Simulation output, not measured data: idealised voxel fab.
Process module in this document: voxel self aligned contacts
It is cross-section cut that appears here, measuring 165 nm in width, its square cells being 5 nm in size.
Think of the cross-section as a grid of square cells. We describe it in bands, top to bottom, and each band covers one or more rows of those cells. Look at the band entry: it leads with the top's height and the bottom's height in nm. Then it lists the materials left to right, with a width in nm for each. The word "all across" on a single material says that material fills the band edge to edge. The word "air" is empty space. Note: height 0 marks the level under which the wafer is uniformly one material as received. Lowest band unbounded below, written "0 and below". The expression "30 to 40" gives the width at the extremes of the band, the first number at its top row of cells and the second at its bottom row, with the width changing by equal amounts from each row to the next in between. A step reported as "everything unchanged" is a step in which no cell of the cross-section changed. Look at "Closed void inventory" for the closed voids: empty spaces with no open path to the top, sized 8 cells or up. Each is width x height at distance, distance from the left edge, all nm. On each step's line, the part that comes after the settings is the simulator's own comment on the step. If you see "overlay nm" on a step's line and that step has a mask, it's telling you how far right of where it was planned the mask ended up; a negative number means it went left instead.

Below is the list of planned process steps
step 1: RECEIVE,material Si
step 2: OXIDIZE,depth nm 5
step 3: DIRECTIONAL_DEP,material polySi,thk nm 30
step 4: DIRECTIONAL_DEP,material SiN,thk nm 20
step 5: DIRECTIONAL_DEP,material aC,thk nm 15
step 6: PATTERN,tone cover,mask id GATE,material resist,width nm 35,pitch nm 70,thk nm 30,overlay nm 0
step 7: DIRECTIONAL_ETCH,etch materials aC,depth nm 15
step 8: STRIP,etch materials resist
step 9: DIRECTIONAL_ETCH,etch materials SiN,depth nm 20
step 10: DIRECTIONAL_ETCH,etch materials polySi,depth nm 30
step 11: STRIP,etch materials aC
step 12: CONFORMAL_DEP,material SiN,thk nm 10
step 13: DIRECTIONAL_ETCH,etch materials SiN,depth nm 10
step 14: FILL_DEP,material SiO2,thk nm 15
step 15: CMP,height nm 60
step 16: DIRECTIONAL_DEP,material aC,thk nm 15
step 17: PATTERN,tone open,mask id CONTACT,material resist,width nm 35,thk nm 30,overlay nm 0
step 18: DIRECTIONAL_ETCH,etch materials aC,depth nm 15
step 19: STRIP,etch materials resist
step 20: DIRECTIONAL_ETCH,etch materials SiO2,depth nm 65
step 21: STRIP,etch materials aC
step 22: CONFORMAL_DEP,material TiN,thk nm 5
step 23: FILL_DEP,material Ru,thk nm 10
step 24: CMP,height nm 60
step 25: CONFORMAL_DEP,material SiCN,thk nm 5
Heads up: all these wafers start the same, and what changes between them is the width nm in step 17. The value you see in the plan is just what the first wafer got.

Incoming state of the first of several wafers in cross-section: after step 1
> 0 and below: Si all across
> Closed void inventory: none

The cross-section of the first of several wafers is given below for the end of the module, after its final step, step 25
> 65 down to 60: SiCN all across
> 60 down to 50: SiO2 (65), then TiN (5 to 15), then Ru (25 to 5), then TiN (5 to 15), then SiO2 (65)
> 50 down to 30: SiO2 (20), then SiN (55), then TiN (5), then Ru (5), then TiN (5), then SiN (55), then SiO2 (20)
> 30 down to 0: SiO2 (20), then SiN (10), then polySi (35), then SiN (10), then TiN (5), then Ru (5), then TiN (5), then SiN (10), then polySi (35), then SiN (10), then SiO2 (20)
> 0 down to -5: SiO2 (75), then TiN (15), then SiO2 (75)
> -5 and below: Si all across
> Closed void inventory: none

Sectional view of the last wafer upon completion of the module
> 65 down to 60: SiCN all across
> 60 down to 50: SiO2 (55), then TiN (5 to 25), then Ru (50 to 5), then TiN (5 to 30), then SiO2 (50)
> 50 down to 30: SiO2 (20), then SiN (55), then TiN (5), then Ru (5), then TiN (5), then SiN (55), then SiO2 (20)
> 30 down to 0: SiO2 (20), then SiN (10), then polySi (35), then SiN (10), then TiN (5), then Ru (5), then TiN (5), then SiN (10), then polySi (35), then SiN (10), then SiO2 (20)
> 0 down to -5: SiO2 (75), then TiN (15), then SiO2 (75)
> -5 and below: Si all across
> Closed void inventory: none

Below, a row for every wafer. Read it as the end-of-module picture: for each material the wafer shows its cells gained (+) or lost (-) since it was received, and then its closed voids
width nm 35 | +16 Ru | -33 Si | +33 SiCN | +136 SiN | +162 SiO2 | +31 TiN | +84 polySi | Closed void inventory: none
width nm 40 | +17 Ru | -33 Si | +33 SiCN | +136 SiN | +160 SiO2 | +32 TiN | +84 polySi | Closed void inventory: none
width nm 45 | +18 Ru | -33 Si | +33 SiCN | +136 SiN | +158 SiO2 | +33 TiN | +84 polySi | Closed void inventory: none
width nm 50 | +19 Ru | -33 Si | +33 SiCN | +136 SiN | +156 SiO2 | +34 TiN | +84 polySi | Closed void inventory: none
width nm 55 | +20 Ru | -33 Si | +33 SiCN | +136 SiN | +154 SiO2 | +35 TiN | +84 polySi | Closed void inventory: none
width nm 60 | +21 Ru | -33 Si | +33 SiCN | +136 SiN | +152 SiO2 | +36 TiN | +84 polySi | Closed void inventory: none
